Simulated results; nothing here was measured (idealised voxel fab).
The name of this process module is voxel trench capacitor.
Section cut is 225 nm wide and gridded with 5 nm square cells.
Bands, listed from the top down, are how a cross-section gets written in this document; the cross-section itself is a grid of square cells, and a band is one or more rows of them.
Heads up on the band format: heights come first, top then bottom, in nm. After that it's the materials left to right, each with its width in nm. A single material flagged "throughout" fills the whole band edge to edge, and "air" means there's empty space there.
Below 0: as-received wafer, all one material; heights counted from there. Lowest band: no bottom, goes on down, written "0 nm and below".
Width: "30..40" (first number = top row, second number = bottom row, same change from row to row of cells).
"no modification" for a step: no cell of the cross-section changed in that step.
"Unvented cavities" - sealed voids, min. 8 cells, no opening to top; format: width x height at distance (distance from left edge; nm throughout).
Step line, after settings: the simulator's comment on this step.
overlay nm: mask offset rightward from planned place, masked step; negative means leftward offset.
Intended process steps
| 1 | RECEIVE: material Si |
| 2 | CONFORMAL_DEP: material SiN, thk nm 10 |
| 3 | DIRECTIONAL_DEP: material aC, thk nm 15 |
| 4 | PATTERN: tone open, mask id TRENCH, material resist, width nm 25, pitch nm 50, thk nm 30, overlay nm 0 |
| 5 | DIRECTIONAL_ETCH: etch materials aC, depth nm 5 |
| 6 | STRIP: etch materials resist |
| 7 | DIRECTIONAL_ETCH: etch materials SiN, depth nm 10 |
| 8 | DIRECTIONAL_ETCH: etch materials Si, depth nm 25 |
| 9 | STRIP: etch materials aC |
| 10 | CONFORMAL_DEP: material HfO2, thk nm 5 |
| 11 | CONFORMAL_DEP: material TiN, thk nm 5 |
| 12 | FILL_DEP: material W, thk nm 5 |
| 13 | CMP: height nm 10 |
For this document, wafers share an identical start and vary in the step 5 depth nm; the plan quotes the first wafer's value.
After step 1, as received: first of several wafers, cross-section
> 0 nm and below | Si throughout
> Unvented cavities: none
End of module: cross-section of the first of several wafers after step 13, the last step
> 10 nm to 0 nm | SiN throughout
> 0 nm and below | Si throughout
> Unvented cavities: none
Cross-section of the final wafer among several, taken at the end of the module
> 10 nm to 0 nm | SiN 25 nm / HfO2 5 nm / TiN 5 nm / W 5 nm / TiN 5 nm / HfO2 5 nm / SiN 25 nm / HfO2 5 nm / TiN 5 nm / W 5 nm / TiN 5 nm / HfO2 5 nm / SiN 25 nm / HfO2 5 nm / TiN 5 nm / W 5 nm / TiN 5 nm / HfO2 5 nm / SiN 25 nm / HfO2 5 nm / TiN 5 nm / W 5 nm / TiN 5 nm / HfO2 5 nm / SiN 25 nm
> 0 nm to -15 nm | Si 25 nm / HfO2 5 nm / TiN 5 nm / W 5 nm / TiN 5 nm / HfO2 5 nm / Si 25 nm / HfO2 5 nm / TiN 5 nm / W 5 nm / TiN 5 nm / HfO2 5 nm / Si 25 nm / HfO2 5 nm / TiN 5 nm / W 5 nm / TiN 5 nm / HfO2 5 nm / Si 25 nm / HfO2 5 nm / TiN 5 nm / W 5 nm / TiN 5 nm / HfO2 5 nm / Si 25 nm
> -15 nm to -20 nm | Si 25 nm / HfO2 5 nm / TiN 15 nm / HfO2 5 nm / Si 25 nm / HfO2 5 nm / TiN 15 nm / HfO2 5 nm / Si 25 nm / HfO2 5 nm / TiN 15 nm / HfO2 5 nm / Si 25 nm / HfO2 5 nm / TiN 15 nm / HfO2 5 nm / Si 25 nm
> -20 nm to -25 nm | Si 25 nm / HfO2 25 nm / Si 25 nm / HfO2 25 nm / Si 25 nm / HfO2 25 nm / Si 25 nm / HfO2 25 nm / Si 25 nm
> -25 nm and below | Si throughout
> Unvented cavities: none
Row per wafer, end-of-module: cell gain (+)/loss (-) by material since the wafer came in, then closed voids
depth nm 5 | +90 SiN | Unvented cavities: none
depth nm 10 | +90 SiN | Unvented cavities: none
depth nm 15 | +68 HfO2 | -100 Si | +50 SiN | +52 TiN | +20 W | Unvented cavities: none
depth nm 20 | +68 HfO2 | -100 Si | +50 SiN | +52 TiN | +20 W | Unvented cavities: none
depth nm 25 | +68 HfO2 | -100 Si | +50 SiN | +52 TiN | +20 W | Unvented cavities: none
depth nm 30 | +68 HfO2 | -100 Si | +50 SiN | +52 TiN | +20 W | Unvented cavities: none
